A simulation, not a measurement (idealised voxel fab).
process module | voxel wiring stack
FYI the section here is cut, 185 nm wide, cells are 5 nm squares.
Cross-section, as written here: a square-cell grid given band by band from the top down, where a band holds one or more rows of cells.
Look at the band entry: it leads with the top's height and the bottom's height in nm. Then it lists the materials left to right, with a width in nm for each. The word "all across" on a single material says that material fills the band edge to edge. The word "blank" is empty space.
Counting heights begins at 0, where everything beneath is, in the wafer as received, one material. The lowest band has no bottom; it goes on downwards, as "z 0 and below" shows.
A two-number width, for instance "30->40", indicates that the width is equal to the first number in the top row of the band and to the second number in the bottom row, and that it changes by a constant amount per row of cells.
"identical to before", as given for a step, is the statement that not any cell of the cross-section underwent a change during that step.
"Completely enclosed voids": empty spaces of 8 cells or more with no open way to the top, each given as width x height at distance, distance from the left edge, all in nm.
Anything after a step's settings on that line? It's the simulator's own note about the step.
On any step carrying a mask, the "overlay nm" setting, if present on the step's line, tells how far right of its planned place the mask lay; negative values point to the left.
## These are the steps we planned for the process
1: RECEIVE with material Si
2: CONFORMAL_DEP with material SiO2, thk nm 15
3: CONFORMAL_DEP with material SiCN, thk nm 5
4: DIRECTIONAL_DEP with material SiO2, thk nm 20
5: MASKED_ETCH with tone open, mask id METAL_1, width nm 30, pitch nm 60, etch materials SiO2, depth nm 20, overlay nm 0
6: MASKED_ETCH with tone open, mask id METAL_1, width nm 30, pitch nm 60, etch materials SiCN, depth nm 5, overlay nm 0
7: CONFORMAL_DEP with material TiN, thk nm 5
8: FILL_DEP with material Ru, thk nm 10
9: CMP with height nm 40
10: CONFORMAL_DEP with material SiCN, thk nm 5
11: DIRECTIONAL_DEP with material SiO2, thk nm 25
12: PATTERN with tone open, mask id METAL_2, material resist, width nm 30, pitch nm 60, thk nm 15, overlay nm 0
13: DIRECTIONAL_ETCH with etch materials SiO2, depth nm 15
14: STRIP with etch materials resist
15: MASKED_ETCH with tone open, mask id METAL_2_HOLES, width nm 15, pitch nm 60, etch materials SiO2, depth nm 10, overlay nm 0
16: MASKED_ETCH with tone open, mask id METAL_2_HOLES, width nm 15, pitch nm 60, etch materials SiCN, depth nm 5, overlay nm 0
17: CONFORMAL_DEP with material TiN, thk nm 5
18: FILL_DEP with material Cu, thk nm 10
19: CMP with height nm 70
20: CONFORMAL_DEP with material SiCN, thk nm 5
21: DIRECTIONAL_DEP with material SiO2, thk nm 35
22: MASKED_ETCH with tone open, mask id METAL_3_HOLES, width nm 15, pitch nm 120, etch materials SiO2, depth nm 35, overlay nm 0
23: MASKED_ETCH with tone open, mask id METAL_3, width nm 30, pitch nm 60, etch materials SiO2, depth nm 20, overlay nm 0
24: MASKED_ETCH with tone open, mask id METAL_3, width nm 30, pitch nm 60, etch materials SiCN, depth nm 5, overlay nm 0
25: CONFORMAL_DEP with material TiN, thk nm 5
26: FILL_DEP with material Ru, thk nm 5
27: CMP with height nm 110
28: CONFORMAL_DEP with material SiCN, thk nm 5
## Cross-section of the wafer upon arrival, representing the state reached after step 1
> z 0 and below  Si all across
> Completely enclosed voids: none
## Figure: cross-sectional view of the wafer upon completion of the module, processed from the initial state and according to the plan depicted above, with one error introduced during execution
> z 115 to 110  SiCN all across
> z 110 to 95  15 nm SiO2 / 5 nm TiN / 5 nm Ru / 5 nm TiN / 105 nm SiO2 / 5 nm TiN / 5 nm Ru / 5 nm TiN / 35 nm SiO2
> z 95 to 90  15 nm SiO2 / 15 nm TiN / 105 nm SiO2 / 15 nm TiN / 35 nm SiO2
> z 90 to 75  SiO2 all across
> z 75 to 70  SiCN all across
> z 70 to 60  15 nm SiO2 / 5 nm TiN / 20 nm Cu / 5 nm TiN / 30 nm SiO2 / 5 nm TiN / 20 nm Cu / 5 nm TiN / 30 nm SiO2 / 5 nm TiN / 20 nm Cu / 5 nm TiN / 20 nm SiO2
> z 60 to 55  15 nm SiO2 / 5 nm TiN / 5 nm Cu / 20 nm TiN / 30 nm SiO2 / 5 nm TiN / 5 nm Cu / 20 nm TiN / 30 nm SiO2 / 5 nm TiN / 5 nm Cu / 20 nm TiN / 20 nm SiO2
> z 55 to 45  15 nm SiO2 / 5 nm TiN / 5 nm Cu / 5 nm TiN / 45 nm SiO2 / 5 nm TiN / 5 nm Cu / 5 nm TiN / 45 nm SiO2 / 5 nm TiN / 5 nm Cu / 5 nm TiN / 35 nm SiO2
> z 45 to 40  15 nm SiCN / 15 nm TiN / 45 nm SiCN / 15 nm TiN / 45 nm SiCN / 15 nm TiN / 35 nm SiCN
> z 40 to 20  15 nm SiO2 / 5 nm TiN / 20 nm Ru / 5 nm TiN / 30 nm SiO2 / 5 nm TiN / 20 nm Ru / 5 nm TiN / 30 nm SiO2 / 5 nm TiN / 20 nm Ru / 5 nm TiN / 20 nm SiO2
> z 20 to 15  15 nm SiCN / 30 nm TiN / 30 nm SiCN / 30 nm TiN / 30 nm SiCN / 30 nm TiN / 20 nm SiCN
> z 15 to 0  SiO2 all across
> z 0 and below  Si all across
> Completely enclosed voids: none
Nonconformance to the process plan: plan step 21 was twice executed
